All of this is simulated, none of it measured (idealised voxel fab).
Herein follows the process module entitled voxel self aligned vias.
Each square cell in cross-section cut measures 5 nm, and the section as a whole is 285 nm wide.
Throughout this document, each cross-section is represented as a grid of square cells and is presented as a sequence of bands enumerated from the top downward, where a band comprises one or more rows of cells. For a band, the entry starts with two heights in nm, that of the top and then that of the bottom, and carries on with the band's materials in order from left to right, each alongside its width in nm; the word "full width" beside a single material means it fills the band edge to edge, and "air" means empty space. It should be noted that heights are counted from 0, beneath which the wafer as supplied is of one material throughout, and that the lowest band possesses no lower boundary but continues downward, as written in "0 nm and below". Quick explanation for "30->40": the width changes in equal steps down the rows of cells, from the first number in the band's top row to the second number in its bottom row. "left unchanged" for a step: no cell of the cross-section changed in that step. Heads up: "Sealed void list" only lists the empty pockets with no open path to the top that are 8 cells or more, and it writes them as width x height at distance, distance from the left edge, in nm. The remark found on a step's line after its settings is issued by the simulator itself and pertains to that step. If you see "overlay nm" on a step's line and that step has a mask, it's telling you how far right of where it was planned the mask ended up; a negative number means it went left instead.
-- Process steps foreseen in the plan
1. RECEIVE,material Si
2. CONFORMAL_DEP,material SiO2,thk nm 10
3. CONFORMAL_DEP,material SiCN,thk nm 5
4. DIRECTIONAL_DEP,material SiO2,thk nm 25
5. PATTERN,tone open,mask id LINES,material resist,width nm 15,pitch nm 55,thk nm 15,overlay nm 0
6. DIRECTIONAL_ETCH,etch materials SiO2,depth nm 25
7. STRIP,etch materials resist
8. CONFORMAL_DEP,material TiN,thk nm 5
9. FILL_DEP,material Ru,thk nm 5
10. CMP,height nm 40
11. SELECTIVE_ETCH,etch materials W Ru TiN,depth nm 10
12. FILL_DEP,material SiN,thk nm 5
13. CMP,height nm 40
14. DIRECTIONAL_DEP,material SiO2,thk nm 20
15. PATTERN,tone open,mask id VIAS,material resist,width nm 40,pitch nm 110,thk nm 20,overlay nm 0
16. DIRECTIONAL_ETCH,etch materials SiO2,depth nm 20
17. DIRECTIONAL_ETCH,etch materials SiN,depth nm 10
18. STRIP,etch materials resist
19. CONFORMAL_DEP,material TiN,thk nm 5
20. FILL_DEP,material Ru,thk nm 5
21. CMP,height nm 60
22. CONFORMAL_DEP,material SiCN,thk nm 5
It is noted that the wafers described herein are identical at the outset and are distinguished by the width nm of step 5; the value stated in the plan corresponds to the first wafer.
-- First of several wafers (as received, post step 1), cross-sectional view
0 nm and below = Si full width
Sealed void list: none
-- first wafer at the end, after step 22
65 nm to 60 nm = SiCN full width
60 nm to 45 nm = SiO2 65  TiN 5  Ru 30  TiN 5  SiO2 70  TiN 5  Ru 30  TiN 5  SiO2 70
45 nm to 40 nm = SiO2 65  TiN 20  Ru 5  TiN 15  SiO2 70  TiN 20  Ru 5  TiN 15  SiO2 70
40 nm to 35 nm = SiO2 80  TiN 5  Ru 5  TiN 5  SiO2 40  SiN 15  SiO2 40  TiN 5  Ru 5  TiN 5  SiO2 80
35 nm to 30 nm = SiO2 80  TiN 15  SiO2 40  SiN 15  SiO2 40  TiN 15  SiO2 80
30 nm to 20 nm = SiO2 80  TiN 5  Ru 5  TiN 5  SiO2 40  TiN 5  Ru 5  TiN 5  SiO2 40  TiN 5  Ru 5  TiN 5  SiO2 80
20 nm to 15 nm = SiO2 80  TiN 15  SiO2 40  TiN 15  SiO2 40  TiN 15  SiO2 80
15 nm to 10 nm = SiCN full width
10 nm to 0 nm = SiO2 full width
0 nm and below = Si full width
Sealed void list: none
-- End of module: cross-section, last of several wafers
65 nm to 60 nm = SiCN full width
60 nm to 45 nm = SiO2 65  TiN 5  Ru 30  TiN 5  SiO2 70  TiN 5  Ru 30  TiN 5  SiO2 70
45 nm to 40 nm = SiO2 65  TiN 10  Ru 25  TiN 5  SiO2 70  TiN 10  Ru 25  TiN 5  SiO2 70
40 nm to 35 nm = SiO2 70  TiN 5  Ru 25  TiN 5  SiO2 20  SiN 35  SiO2 20  TiN 5  Ru 25  TiN 5  SiO2 70
35 nm to 30 nm = SiO2 70  TiN 35  SiO2 20  SiN 35  SiO2 20  TiN 35  SiO2 70
30 nm to 20 nm = SiO2 70  TiN 5  Ru 25  TiN 5  SiO2 20  TiN 5  Ru 25  TiN 5  SiO2 20  TiN 5  Ru 25  TiN 5  SiO2 70
20 nm to 15 nm = SiO2 70  TiN 35  SiO2 20  TiN 35  SiO2 20  TiN 35  SiO2 70
15 nm to 10 nm = SiCN full width
10 nm to 0 nm = SiO2 full width
0 nm and below = Si full width
Sealed void list: none
-- Here is how to read the rows: every wafer has a row, and it shows the wafer at the end of the module, giving for each material how many cells were gained (+) or lost (-) since the wafer was received, then listing its closed voids
width nm 15; +46 Ru; +114 SiCN; +6 SiN; +518 SiO2; +57 TiN; Sealed void list: none
width nm 20; +56 Ru; +114 SiCN; +8 SiN; +503 SiO2; +60 TiN; Sealed void list: none
width nm 25; +66 Ru; +114 SiCN; +10 SiN; +488 SiO2; +63 TiN; Sealed void list: none
width nm 30; +76 Ru; +114 SiCN; +12 SiN; +473 SiO2; +66 TiN; Sealed void list: none
width nm 35; +86 Ru; +114 SiCN; +14 SiN; +458 SiO2; +69 TiN; Sealed void list: none
